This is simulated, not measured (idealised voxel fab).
Module name: voxel self aligned vias (process module)
Cross-section cut: width 240 nm, square cells of 5 nm.
When this document writes out a cross-section, it uses a grid of square cells and lists it as bands, beginning at the top and moving down, with a band standing for one or more rows of cells.
Heads up on the band format: heights come first, top then bottom, in nm. After that it's the materials left to right, each with its width in nm. A single material flagged "throughout" fills the whole band edge to edge, and "air" means there's empty space there.
It should be noted that heights are counted from 0, beneath which the wafer as supplied is of one material throughout, and that the lowest band possesses no lower boundary but continues downward, as written in "top 0, no bottom".
The notation "30->40" denotes a width that varies across the rows of cells in the band, beginning at the first number in the top row, finishing at the second number in the bottom row, and changing by an identical amount from each row to the next.
The designation "same as before", where it is given for a processing step, indicates that no cell of the cross-section was altered in the course of that step.
"Fully enclosed voids": sealed empty spaces, 8 cells or more, no open way to top, listed width x height at distance, with distance from the left edge and width, height and distance in nm.
Anything after a step's settings on that line? It's the simulator's own note about the step.
You can add "overlay nm" to a step's line. For a step with a mask, it describes how far the mask lay to the right of its planned position, and a negative number describes a lay to the left.
THE FOLLOWING LIST GIVES THE PLANNED PROCESS STEPS
1 RECEIVE with material Si
2 CONFORMAL_DEP with material SiO2, thk nm 15
3 CONFORMAL_DEP with material SiCN, thk nm 5
4 DIRECTIONAL_DEP with material lowk, thk nm 25
5 MASKED_ETCH with tone open, mask id LINES, width nm 30, pitch nm 65, etch materials lowk, depth nm 25, overlay nm 0
6 CONFORMAL_DEP with material TiN, thk nm 5
7 FILL_DEP with material W, thk nm 10
8 CMP with height nm 45
9 SELECTIVE_ETCH with etch materials W Ru TiN, depth nm 10
10 FILL_DEP with material SiN, thk nm 5
11 CMP with height nm 45
12 DIRECTIONAL_DEP with material lowk, thk nm 20
13 PATTERN with tone open, mask id VIAS, material resist, width nm 40, pitch nm 65, thk nm 15, overlay nm 0
14 DIRECTIONAL_ETCH with etch materials lowk, depth nm 20
15 DIRECTIONAL_ETCH with etch materials SiN, depth nm 10
16 STRIP with etch materials resist
17 CONFORMAL_DEP with material TiN, thk nm 5
18 FILL_DEP with material Cu, thk nm 5
19 CMP with height nm 65
20 CONFORMAL_DEP with material SiCN, thk nm 5
AS RECEIVED, AFTER STEP 1
    top 0, no bottom: Si throughout
    Fully enclosed voids: none
THE FIRST OF THE TWO WAFERS AS SEEN IN CROSS-SECTION ONCE THE MODULE WAS FINISHED; PROCESSING FOLLOWED THE PLAN
    top 70, bottom 65: SiCN throughout
    top 65, bottom 50: lowk 35, then TiN 5, then Cu 30, then TiN 5, then lowk 25, then TiN 5, then Cu 30, then TiN 5, then lowk 25, then TiN 5, then Cu 30, then TiN 5, then lowk 35
    top 50, bottom 40: lowk 35->40, then TiN 10->5, then Cu 20, then TiN 10->5, then lowk 25->35, then TiN 10->5, then Cu 20, then TiN 10->5, then lowk 25->35, then TiN 10->5, then Cu 20, then TiN 10->5, then lowk 35->40
    top 40, bottom 35: lowk 40, then TiN 30, then lowk 35, then TiN 30, then lowk 35, then TiN 30, then lowk 40
    top 35, bottom 25: lowk 40, then TiN 5, then W 20, then TiN 5, then lowk 35, then TiN 5, then W 20, then TiN 5, then lowk 35, then TiN 5, then W 20, then TiN 5, then lowk 40
    top 25, bottom 20: lowk 40, then TiN 30, then lowk 35, then TiN 30, then lowk 35, then TiN 30, then lowk 40
    top 20, bottom 15: SiCN throughout
    top 15, bottom 0: SiO2 throughout
    top 0, no bottom: Si throughout
    Fully enclosed voids: none
THIS CROSS-SECTION BELONGS TO THE SECOND WAFER OF TWO AT THE END OF THE MODULE; THE START AND THE PLAN WERE SHARED WITH THE FIRST, AND THE RUN INCLUDED ONE MISTAKE
    top 70, bottom 65: SiCN throughout
    top 65, bottom 50: Cu 30, then TiN 5, then lowk 40, then TiN 5, then Cu 15, then TiN 5, then lowk 40, then TiN 5, then Cu 15, then TiN 5, then lowk 40, then TiN 5, then Cu 30
    top 50, bottom 45: TiN 35, then lowk 40, then TiN 25, then lowk 40, then TiN 25, then lowk 40, then TiN 35
    top 45, bottom 35: lowk 40, then SiN 30, then lowk 35, then SiN 30, then lowk 35, then SiN 30, then lowk 40
    top 35, bottom 25: lowk 40, then TiN 5, then W 20, then TiN 5, then lowk 35, then TiN 5, then W 20, then TiN 5, then lowk 35, then TiN 5, then W 20, then TiN 5, then lowk 40
    top 25, bottom 20: lowk 40, then TiN 30, then lowk 35, then TiN 30, then lowk 35, then TiN 30, then lowk 40
    top 20, bottom 15: SiCN throughout
    top 15, bottom 0: SiO2 throughout
    top 0, no bottom: Si throughout
    Fully enclosed voids: none
It is concluded that the wafer was processed incorrectly with respect to the plan, in that step 13 was not run as planned; what actually ran was PATTERN with tone cover, mask id VIAS, material resist, width nm 40, pitch nm 65, thk nm 15, overlay nm 0
Heads up, by the end the second wafer has more or fewer cells of some materials compared to the first: Cu: 24 fewer | SiN: 36 more | TiN: 12 fewer
